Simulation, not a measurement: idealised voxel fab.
Process module, titled voxel transistor to metal
The cross-section shown here is cut; it is 185 nm wide and divided into square cells measuring 5 nm on a side.
Bands, listed from the top down, are how a cross-section gets written in this document; the cross-section itself is a grid of square cells, and a band is one or more rows of them. The band entry comprises the height of the band's top followed by the height of its bottom, expressed in nm, and subsequently the band's materials from left to right, each stated together with its width in nm. Where a single material is marked with the word "full width", that material fills the band from edge to edge. The word "empty" represents empty space. Heads up on the height convention: 0 is the point under which the incoming wafer is all one material, and the lowest band has no bottom, it just keeps going down, like "top 0, no bottom". With a width like "30..40", each row of cells in the band differs from the next by the same amount, the top row carrying the first number and the bottom row the second. It should be understood that the words "nothing changed", when stated for a given step, signify that the cross-section underwent no change in any of its cells during that step. The label "Sealed void list" introduces a list of the empty spaces, 8 cells or larger, that have no open way up to the top; each entry in it reads width x height at distance, where the distance is taken from the left edge and all three are stated in nm. Heads up: the bit after the settings on a step's line is the simulator's remark on that step. overlay nm: where the mask lay relative to plan, measured to the right, on steps with a mask; negatives go left.

PLANNED STEP LIST FOR THE PROCESS
| 1 | RECEIVE (material Si) |
| 2 | OXIDIZE (depth nm 5) |
| 3 | CONFORMAL_DEP (material SiN; thk nm 15) |
| 4 | DIRECTIONAL_DEP (material aC; thk nm 10) |
| 5 | PATTERN (tone cover; mask id ACTIVE; material resist; width nm 105; thk nm 30; overlay nm 0) |
| 6 | DIRECTIONAL_ETCH (etch materials aC; depth nm 10) |
| 7 | STRIP (etch materials resist) |
| 8 | DIRECTIONAL_ETCH (etch materials SiN; depth nm 15) |
| 9 | DIRECTIONAL_ETCH (etch materials SiO2; depth nm 5) |
| 10 | DIRECTIONAL_ETCH (etch materials Si; depth nm 35) |
| 11 | STRIP (etch materials aC) |
| 12 | FILL_DEP (material SiO2; thk nm 10) |
| 13 | CMP (height nm 15) |
| 14 | SELECTIVE_ETCH (etch materials SiO2; depth nm 10) |
| 15 | STRIP (etch materials SiN) |
| 16 | SELECTIVE_ETCH (etch materials SiO2; depth nm 5) |
| 17 | OXIDIZE (depth nm 5) |
| 18 | DIRECTIONAL_DEP (material polySi; thk nm 20) |
| 19 | DIRECTIONAL_DEP (material SiCN; thk nm 10) |
| 20 | MASKED_ETCH (tone cover; mask id GATE; width nm 25; etch materials SiCN; depth nm 20; overlay nm 0) |
| 21 | MASKED_ETCH (tone cover; mask id GATE; width nm 25; etch materials polySi; depth nm 30; overlay nm 0) |
| 22 | CONFORMAL_DEP (material SiN; thk nm 5) |
| 23 | DIRECTIONAL_ETCH (etch materials SiN; depth nm 5) |
| 24 | DIRECTIONAL_ETCH (etch materials SiO2; depth nm 5) |
| 25 | DIRECTIONAL_ETCH (etch materials Si; depth nm 10) |
| 26 | EPI (material pSi; thk nm 10) |
| 27 | FILL_DEP (material SiO2; thk nm 10) |
| 28 | CMP (height nm 25) |
| 29 | DIRECTIONAL_DEP (material SiO2; thk nm 10) |
| 30 | PATTERN (tone open; mask id CONTACT; material resist; width nm 30; pitch nm 65; thk nm 15; overlay nm 0) |
| 31 | DIRECTIONAL_ETCH (etch materials SiO2; depth nm 45) |
| 32 | STRIP (etch materials resist) |
| 33 | CONFORMAL_DEP (material TiN; thk nm 5) |
| 34 | FILL_DEP (material Ru; thk nm 10) |
| 35 | CMP (height nm 35) |
| 36 | DIRECTIONAL_DEP (material TiN; thk nm 5) |
| 37 | DIRECTIONAL_DEP (material W; thk nm 20) |
| 38 | DIRECTIONAL_DEP (material aC; thk nm 15) |
| 39 | PATTERN (tone cover; mask id METAL_1; material resist; width nm 15; pitch nm 80; thk nm 35; overlay nm 0) |
| 40 | DIRECTIONAL_ETCH (etch materials aC; depth nm 15) |
| 41 | STRIP (etch materials resist) |
| 42 | DIRECTIONAL_ETCH (etch materials W; depth nm 20) |
| 43 | DIRECTIONAL_ETCH (etch materials TiN; depth nm 5) |
| 44 | STRIP (etch materials aC) |
| 45 | FILL_DEP (material SiO2; thk nm 10) |
| 46 | CMP (height nm 60) |
| 47 | CONFORMAL_DEP (material SiCN; thk nm 5) |
| 48 | DIRECTIONAL_DEP (material lowk; thk nm 30) |
| 49 | DIRECTIONAL_DEP (material aC; thk nm 10) |
| 50 | PATTERN (tone open; mask id METAL_2; material resist; width nm 15; pitch nm 80; thk nm 25; overlay nm 0) |
| 51 | DIRECTIONAL_ETCH (etch materials aC; depth nm 10) |
| 52 | STRIP (etch materials resist) |
| 53 | DIRECTIONAL_ETCH (etch materials lowk; depth nm 15) |
| 54 | STRIP (etch materials aC) |
| 55 | DIRECTIONAL_DEP (material aC; thk nm 10) |
| 56 | PATTERN (tone open; mask id METAL_2_HOLES; material resist; width nm 15; pitch nm 80; thk nm 25; overlay nm 0) |
| 57 | DIRECTIONAL_ETCH (etch materials aC; depth nm 10) |
| 58 | STRIP (etch materials resist) |
| 59 | DIRECTIONAL_ETCH (etch materials lowk; depth nm 15) |
| 60 | DIRECTIONAL_ETCH (etch materials SiCN; depth nm 5) |
| 61 | STRIP (etch materials aC) |
| 62 | CONFORMAL_DEP (material TiN; thk nm 5) |
| 63 | FILL_DEP (material Cu; thk nm 10) |
| 64 | CMP (height nm 95) |
| 65 | CONFORMAL_DEP (material SiCN; thk nm 5) |

INCOMING WAFER, CROSS-SECTIONAL VIEW, POST STEP 1
    top 0, no bottom: Si full width
    Sealed void list: none

CROSS-SECTIONAL RESULT AFTER MODULE COMPLETION. NOTE: STARTING CONDITION AND PLAN ARE UNCHANGED FROM ABOVE; ONE PROCESSING MISTAKE WAS MADE
    top 100, bottom 95: SiCN full width
    top 95, bottom 65: 45 lowk, 5 TiN, 5 Cu, 5 TiN, 65 lowk, 5 TiN, 5 Cu, 5 TiN, 45 lowk
    top 65, bottom 60: 45 SiCN, 15 TiN, 65 SiCN, 15 TiN, 45 SiCN
    top 60, bottom 40: 45 SiO2, 15 W, 65 SiO2, 15 W, 45 SiO2
    top 40, bottom 35: 45 SiO2, 15 TiN, 65 SiO2, 15 TiN, 45 SiO2
    top 35, bottom 25: 45 SiO2, 5 TiN, 20 Ru, 5 TiN, 35 SiO2, 5 TiN, 20 Ru, 5 TiN, 45 SiO2
    top 25, bottom 15: 45 SiO2, 5 TiN, 20 Ru, 5 TiN, 5 SiO2, 5 SiN, 15 SiCN, 5 SiN, 5 SiO2, 5 TiN, 20 Ru, 5 TiN, 45 SiO2
    top 15, bottom 5: 45 SiO2, 5 TiN, 20 Ru, 5 TiN, 5 SiN, 25 polySi, 5 SiN, 5 TiN, 20 Ru, 5 TiN, 45 SiO2
    top 5, bottom 0: 45 SiO2, 5 TiN, 10 Ru, 15 TiN, 5 SiN, 25 polySi, 5 SiN, 15 TiN, 10 Ru, 5 TiN, 45 SiO2
    top 0, bottom -5: 35 SiO2, 5 SiN, 5 SiO2, 5 TiN, 10 Ru, 5 TiN, 10 pSi, 5 SiN, 25 polySi, 5 SiN, 10 pSi, 5 TiN, 10 Ru, 5 TiN, 5 SiO2, 5 SiN, 35 SiO2
    top -5, bottom -10: 45 SiO2, 20 TiN, 10 pSi, 35 SiO2, 10 pSi, 20 TiN, 45 SiO2
    top -10, bottom -20: 40 SiO2, 35 pSi, 35 Si, 35 pSi, 40 SiO2
    top -20, bottom -40: 40 SiO2, 105 Si, 40 SiO2
    top -40, no bottom: Si full width
    Sealed void list: none
It is concluded that the wafer was processed incorrectly with respect to the plan, in that step 20 off recipe, ran as MASKED_ETCH (tone cover; mask id GATE; width nm 15; etch materials SiCN; depth nm 20; overlay nm 0)
